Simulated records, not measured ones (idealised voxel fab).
Presented below is a process module, voxel capacitor over wiring.
Pictured: cross-section cut, 195 nm wide, on a grid of 5 nm square cells.
In this document a cross-section is written as a grid of square cells. It is given as a series of bands, listed from the top down, and a band is one or more rows of cells. It is stipulated that each band's entry specify, in nanometres, the height of the top of the band and then that of its bottom, followed by the materials of the band in left-to-right sequence, each together with its width in nanometres. A single material marked by the word "everywhere" is understood to fill the band from edge to edge; the word "air" is understood to denote empty space. Heights are expressed relative to 0, this being the level below which the as-received wafer comprises one material exclusively. The lowest band is unbounded in the downward direction and is denoted as in "0..down". A width such as "30->40" changes by the same amount from each row of cells to the next, from the band's top row to its bottom row. The cross-section has no changed cell in any step marked "stayed the same". The label "Closed void roster" introduces a list of the empty spaces, 8 cells or larger, that have no open way up to the top; each entry in it reads width x height at distance, where the distance is taken from the left edge and all three are stated in nm. Step line, after settings: the simulator's comment on this step. What "overlay nm" on a step's line means: if the step has a mask, that mask lay this far to the right of its planned place, or, when the value is negative, to the left.
## The planned process steps are enumerated hereunder
1: RECEIVE [material Si]
2: CONFORMAL_DEP [material SiO2] [thk nm 10]
3: CONFORMAL_DEP [material SiN] [thk nm 5]
4: DIRECTIONAL_DEP [material lowk] [thk nm 15]
5: PATTERN [tone open] [mask id METAL_1] [material resist] [width nm 25] [pitch nm 95] [thk nm 20] [overlay nm 0]
6: DIRECTIONAL_ETCH [etch materials lowk] [depth nm 15]
7: DIRECTIONAL_ETCH [etch materials SiN] [depth nm 5]
8: STRIP [etch materials resist]
9: CONFORMAL_DEP [material TiN] [thk nm 5]
10: FILL_DEP [material Cu] [thk nm 5]
11: CMP [height nm 30]
12: CONFORMAL_DEP [material SiCN] [thk nm 5]
13: DIRECTIONAL_DEP [material SiO2] [thk nm 15]
14: MASKED_ETCH [tone open] [mask id PLUG_1] [width nm 15] [etch materials SiO2] [depth nm 15] [overlay nm 0]
15: MASKED_ETCH [tone open] [mask id PLUG_1] [width nm 15] [etch materials SiCN] [depth nm 5] [overlay nm 0]
16: CONFORMAL_DEP [material TiN] [thk nm 5]
17: FILL_DEP [material Cu] [thk nm 5]
18: CMP [height nm 50]
19: DIRECTIONAL_DEP [material TiN] [thk nm 10]
20: DIRECTIONAL_DEP [material HfO2] [thk nm 5]
21: DIRECTIONAL_DEP [material TiN] [thk nm 5]
22: DIRECTIONAL_DEP [material aC] [thk nm 15]
23: PATTERN [tone cover] [mask id UPPER_PLATE] [material resist] [width nm 75] [thk nm 30] [overlay nm 0]
24: DIRECTIONAL_ETCH [etch materials aC] [depth nm 15]
25: STRIP [etch materials resist]
26: DIRECTIONAL_ETCH [etch materials TiN] [depth nm 5]
27: DIRECTIONAL_ETCH [etch materials HfO2] [depth nm 5]
28: STRIP [etch materials aC]
29: PATTERN [tone cover] [mask id LOWER_PLATE] [material resist] [width nm 85] [thk nm 15] [overlay nm 0]
30: DIRECTIONAL_ETCH [etch materials TiN] [depth nm 10]
31: STRIP [etch materials resist]
32: FILL_DEP [material SiO2] [thk nm 15]
33: CMP [height nm 80]
34: PATTERN [tone open] [mask id PLUG_2] [material resist] [width nm 15] [thk nm 20] [overlay nm 0]
35: DIRECTIONAL_ETCH [etch materials SiO2] [depth nm 10]
36: STRIP [etch materials resist]
37: CONFORMAL_DEP [material TiN] [thk nm 5]
38: FILL_DEP [material W] [thk nm 5]
39: CMP [height nm 80]
40: CONFORMAL_DEP [material SiCN] [thk nm 5]
## Cross-section of the wafer as it came to us, i.e., already through step 1
	0..down | Si everywhere
	Closed void roster: none
## Cross-sectional image of the first of two wafers at the end of the module, the run having proceeded as planned
	85..80 | SiCN everywhere
	80..75 | SiO2=55; TiN=5; W=5; TiN=5; SiO2=125
	75..65 | SiO2=55->45; TiN=15->75; SiO2=125->75
	65..60 | SiO2=45; HfO2=75; SiO2=75
	60..50 | SiO2=40; TiN=85; SiO2=70
	50..35 | SiO2=45; TiN=5; Cu=5; TiN=5; SiO2=135
	35..30 | SiCN=45; TiN=15; SiCN=135
	30..15 | lowk=35; TiN=5; Cu=15; TiN=5; lowk=70; TiN=5; Cu=15; TiN=5; lowk=40
	15..10 | SiN=35; TiN=25; SiN=70; TiN=25; SiN=40
	10..0 | SiO2 everywhere
	0..down | Si everywhere
	Closed void roster: none
## Wafer two (of two), end-of-module cross-section: start = wafer one, plan = wafer one, one run mistake
	85..80 | SiCN everywhere
	80..75 | SiO2=55; TiN=5; W=5; TiN=5; SiO2=125
	75..65 | SiO2=55->45; TiN=15->75; SiO2=125->75
	65..60 | SiO2=45; HfO2=75; SiO2=75
	60..50 | SiO2=40; TiN=85; SiO2=70
	50..45 | SiCN=45; TiN=15; SiCN=135
	45..30 | SiO2 everywhere
	30..15 | lowk=35; TiN=5; Cu=15; TiN=5; lowk=70; TiN=5; Cu=15; TiN=5; lowk=40
	15..10 | SiN=35; TiN=25; SiN=70; TiN=25; SiN=40
	10..0 | SiO2 everywhere
	0..down | Si everywhere
	Closed void roster: none
Where did the run depart from the plan? contrary to the plan, steps 12 and 13 were processed in exchanged order
Once processing is complete, comparing cell counts shows that the second wafer has more or fewer of certain materials than the first: Cu -3 | SiO2 +9 | TiN -6
